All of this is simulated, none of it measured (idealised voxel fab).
Module name: voxel capacitor over wiring (process module)
300 nm wide, 5 nm square cells: that's cross-section cut.
For the purposes of this document, a cross-section shall be understood as a grid of square cells, specified as bands listed in top-to-bottom order, each band consisting of one or more rows of cells.
What a band's entry tells you: where the top is and where the bottom is, as heights in nm, and after that what lies inside, material by material from left to right, each with its width in nm. Empty space is written as the word "air", and a single material marked with the word "full width" occupies the band from edge to edge.
All heights in this document are referenced to 0, defined as the level beneath which the wafer, as received, consists entirely of one material. The lowest band is not bounded below; it extends indefinitely downward and is written in the form "0 -> down".
You'd read "30 to 40" like this: the band's top row of cells is as wide as the first number, its bottom row is as wide as the second, and going down, every row changes width by the same amount as the row before did.
"nothing altered" after a step means that no cell of the cross-section changed.
Empty spaces counting at least 8 cells and having no open way to the top are listed in "Sealed cavities". The notation width x height at distance is used for each, the distance being from the left edge and all three values in nm.
Step line, after settings: the simulator's comment on this step.
When a step includes a mask, the "overlay nm" setting on its line states how far to the right of its planned place that mask lay, and negative values state how far to the left.
# Process steps (planned)
1. RECEIVE (material Si)
2. CONFORMAL_DEP (material SiO2; thk nm 15)
3. CONFORMAL_DEP (material SiN; thk nm 5)
4. DIRECTIONAL_DEP (material lowk; thk nm 20)
5. DIRECTIONAL_DEP (material aC; thk nm 15)
6. PATTERN (tone open; mask id METAL_1; material resist; width nm 20; pitch nm 85; thk nm 30; overlay nm 0)
7. DIRECTIONAL_ETCH (etch materials aC; depth nm 15)
8. STRIP (etch materials resist)
9. DIRECTIONAL_ETCH (etch materials lowk; depth nm 20)
10. DIRECTIONAL_ETCH (etch materials SiN; depth nm 5)
11. STRIP (etch materials aC)
12. CONFORMAL_DEP (material TiN; thk nm 5)
13. FILL_DEP (material Cu; thk nm 10)
14. CMP (height nm 40)
15. CONFORMAL_DEP (material SiCN; thk nm 5)
16. DIRECTIONAL_DEP (material lowk; thk nm 20)
17. PATTERN (tone open; mask id PLUG_1; material resist; width nm 15; thk nm 20; overlay nm 0)
18. DIRECTIONAL_ETCH (etch materials lowk; depth nm 20)
19. DIRECTIONAL_ETCH (etch materials SiCN; depth nm 5)
20. STRIP (etch materials resist)
21. EPI (material Ru; thk nm 10)
22. EPI (material Ru; thk nm 10)
23. EPI (material Ru; thk nm 5)
24. DIRECTIONAL_DEP (material TiN; thk nm 5)
25. DIRECTIONAL_DEP (material SiN; thk nm 5)
26. DIRECTIONAL_DEP (material TiN; thk nm 10)
27. PATTERN (tone cover; mask id UPPER_PLATE; material resist; width nm 70; thk nm 15; overlay nm 0)
28. DIRECTIONAL_ETCH (etch materials TiN; depth nm 10)
29. DIRECTIONAL_ETCH (etch materials SiN; depth nm 5)
30. STRIP (etch materials resist)
31. MASKED_ETCH (tone cover; mask id LOWER_PLATE; width nm 80; etch materials TiN; depth nm 5; overlay nm 0)
32. FILL_DEP (material SiO2; thk nm 20)
33. CMP (height nm 100)
34. MASKED_ETCH (tone open; mask id PLUG_2; width nm 15; etch materials SiO2; depth nm 15; overlay nm 0)
35. CONFORMAL_DEP (material TiN; thk nm 5)
36. FILL_DEP (material Cu; thk nm 10)
37. CMP (height nm 100)
38. CONFORMAL_DEP (material SiCN; thk nm 5)
# Delivered wafer in cross-section: state after step 1
  0 -> down: Si full width
  Sealed cavities: none
# Wafer cross-section at end of module: start and plan as shown above, one execution error
  105 -> 100: SiCN full width
  100 -> 95: 110 SiO2, 15 TiN, 175 SiO2
  95 -> 85: 100 SiO2, 25 TiN, 175 SiO2
  85 -> 80: 100 SiO2, 25 SiN, 45 TiN, 130 SiO2
  80 -> 75: 95 SiO2, 75 TiN, 130 SiO2
  75 -> 70: 90 SiO2, 35 Ru, 45 SiN, 130 SiO2
  70 -> 65: 90 SiO2, 35 Ru, 50 TiN, 125 SiO2
  65 -> 45: 100 lowk, 15 Ru, 185 lowk
  45 -> 40: 100 SiCN, 15 Ru, 185 SiCN
  40 -> 20: 95 lowk, 5 TiN, 10 Cu, 5 TiN, 65 lowk, 5 TiN, 10 Cu, 5 TiN, 100 lowk
  20 -> 15: 95 SiN, 20 TiN, 65 SiN, 20 TiN, 100 SiN
  15 -> 0: SiO2 full width
  0 -> down: Si full width
  Sealed cavities: none
Want to know what went wrong? among the identical steps 21 and 22, one was performed twice; which one remains unidentifiable
